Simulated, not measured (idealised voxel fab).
This section sets out a process module, namely voxel capacitor over wiring.
This is section cut - it's 235 nm across, gridded in 5 nm square cells.
How to read a cross-section here: the picture is a grid of square cells, written as bands going from the top down, and any band can span one or more rows of cells. Read a band's entry like this: the first values are the height of its top and the height of its bottom in nm, and what follows is the sequence of materials from left to right, each with its width in nm. Note that "blank" is empty space, and that a single material marked "throughout" reaches across the band from edge to edge. All heights in this document are referenced to 0, defined as the level beneath which the wafer, as received, consists entirely of one material. The lowest band is not bounded below; it extends indefinitely downward and is written in the form "0..down". Width: "30..40" (first number = top row, second number = bottom row, same change from row to row of cells). Take "nothing was modified" at face value: in the step it is given for, the cross-section changed in none of its cells. Empty spaces counting at least 8 cells and having no open way to the top are listed in "Sealed void listing". The notation width x height at distance is used for each, the distance being from the left edge and all three values in nm. The remark found on a step's line after its settings is issued by the simulator itself and pertains to that step. The line of a step may include "overlay nm". On a step with a mask, this value is how far to the right of its planned place the mask lay. A negative value means the mask lay to the left.
Planned step list for the process
1) RECEIVE with material Si
2) CONFORMAL_DEP with material SiO2, thk nm 10
3) DIRECTIONAL_DEP with material TiN, thk nm 5
4) DIRECTIONAL_DEP with material Ru, thk nm 25
5) DIRECTIONAL_DEP with material aC, thk nm 10
6) PATTERN with tone cover, mask id METAL_1, material resist, width nm 30, pitch nm 85, thk nm 30, overlay nm 0
7) DIRECTIONAL_ETCH with etch materials aC, depth nm 10
8) STRIP with etch materials resist
9) DIRECTIONAL_ETCH with etch materials Ru, depth nm 25
10) DIRECTIONAL_ETCH with etch materials TiN, depth nm 5
11) STRIP with etch materials aC
12) CONFORMAL_DEP with material SiCN, thk nm 5
13) FILL_DEP with material lowk, thk nm 5
14) CMP with height nm 40
15) CONFORMAL_DEP with material SiCN, thk nm 5
16) DIRECTIONAL_DEP with material SiO2, thk nm 10
17) MASKED_ETCH with tone open, mask id PLUG_1, width nm 15, etch materials SiO2, depth nm 10, overlay nm 0
18) MASKED_ETCH with tone open, mask id PLUG_1, width nm 15, etch materials SiCN, depth nm 5, overlay nm 0
19) EPI with material Ru, thk nm 10
20) EPI with material Ru, thk nm 5
21) DIRECTIONAL_DEP with material TiN, thk nm 10
22) DIRECTIONAL_DEP with material Al2O3, thk nm 5
23) DIRECTIONAL_DEP with material TiN, thk nm 5
24) DIRECTIONAL_DEP with material aC, thk nm 10
25) PATTERN with tone cover, mask id UPPER_PLATE, material resist, width nm 60, thk nm 30, overlay nm 0
26) DIRECTIONAL_ETCH with etch materials aC, depth nm 10
27) STRIP with etch materials resist
28) DIRECTIONAL_ETCH with etch materials TiN, depth nm 5
29) DIRECTIONAL_ETCH with etch materials Al2O3, depth nm 5
30) STRIP with etch materials aC
31) MASKED_ETCH with tone cover, mask id LOWER_PLATE, width nm 70, etch materials TiN, depth nm 10, overlay nm 0
32) FILL_DEP with material SiO2, thk nm 20
33) CMP with height nm 90
34) DIRECTIONAL_DEP with material aC, thk nm 15
35) PATTERN with tone open, mask id PLUG_2, material resist, width nm 15, thk nm 30, overlay nm 0
36) DIRECTIONAL_ETCH with etch materials aC, depth nm 15
37) STRIP with etch materials resist
38) DIRECTIONAL_ETCH with etch materials SiO2, depth nm 15
39) STRIP with etch materials aC
40) CONFORMAL_DEP with material TiN, thk nm 5
41) FILL_DEP with material W, thk nm 5
42) CMP with height nm 90
43) CONFORMAL_DEP with material SiCN, thk nm 5
Wafer at receipt (post step 1), cross-section
0..down | Si throughout
Sealed void listing: none
Sectioned view, first of two wafers, at the close of the module, processed as intended in the plan
95..90 | SiCN throughout
90..80 | SiO2 85 nm, TiN 5 nm, W 5 nm, TiN 5 nm, SiO2 135 nm
80..70 | SiO2 85..75 nm, TiN 15..60 nm, SiO2 135..100 nm
70..65 | SiO2 75 nm, Al2O3 60 nm, SiO2 100 nm
65..55 | SiO2 70 nm, TiN 70 nm, SiO2 95 nm
55..45 | SiO2 75 nm, Ru 15 nm, SiO2 145 nm
45..40 | SiCN 75 nm, Ru 15 nm, SiCN 145 nm
40..15 | lowk 55 nm, SiCN 5 nm, Ru 30 nm, SiCN 5 nm, lowk 45 nm, SiCN 5 nm, Ru 30 nm, SiCN 5 nm, lowk 55 nm
15..10 | SiCN 60 nm, TiN 30 nm, SiCN 55 nm, TiN 30 nm, SiCN 60 nm
10..0 | SiO2 throughout
0..down | Si throughout
Sealed void listing: none
This is the second of the two wafers, cross-sectioned at the end of the module; it started exactly like the first and was given the same plan, but it was run with one mistake
95..90 | SiCN throughout
90..80 | SiO2 85 nm, TiN 5 nm, W 5 nm, TiN 5 nm, SiO2 135 nm
80..70 | SiO2 85..90 nm, TiN 15..45 nm, SiO2 135..100 nm
70..65 | SiO2 90 nm, Al2O3 45 nm, SiO2 100 nm
65..60 | SiO2 70 nm, TiN 5 nm, SiO2 15 nm, TiN 50 nm, SiO2 95 nm
60..55 | SiO2 70 nm, TiN 70 nm, SiO2 95 nm
55..50 | SiO2 75 nm, Al2O3 15 nm, SiO2 145 nm
50..45 | SiO2 75 nm, TiN 15 nm, SiO2 145 nm
45..40 | SiCN 75 nm, TiN 15 nm, SiCN 145 nm
40..35 | lowk 55 nm, SiCN 40 nm, lowk 45 nm, SiCN 40 nm, lowk 55 nm
35..15 | lowk 55 nm, SiCN 5 nm, Ru 30 nm, SiCN 5 nm, lowk 45 nm, SiCN 5 nm, Ru 30 nm, SiCN 5 nm, lowk 55 nm
15..10 | SiCN 60 nm, Ru 30 nm, SiCN 55 nm, Ru 30 nm, SiCN 60 nm
10..0 | SiO2 throughout
0..down | Si throughout
Sealed void listing: none
Plan not followed: skipped: plan step 3 (never run)
In the final state, the cell counts of the second wafer exceed or fall short of those of the first for the following materials: -9 Ru; +12 SiCN; +9 SiO2; -12 TiN
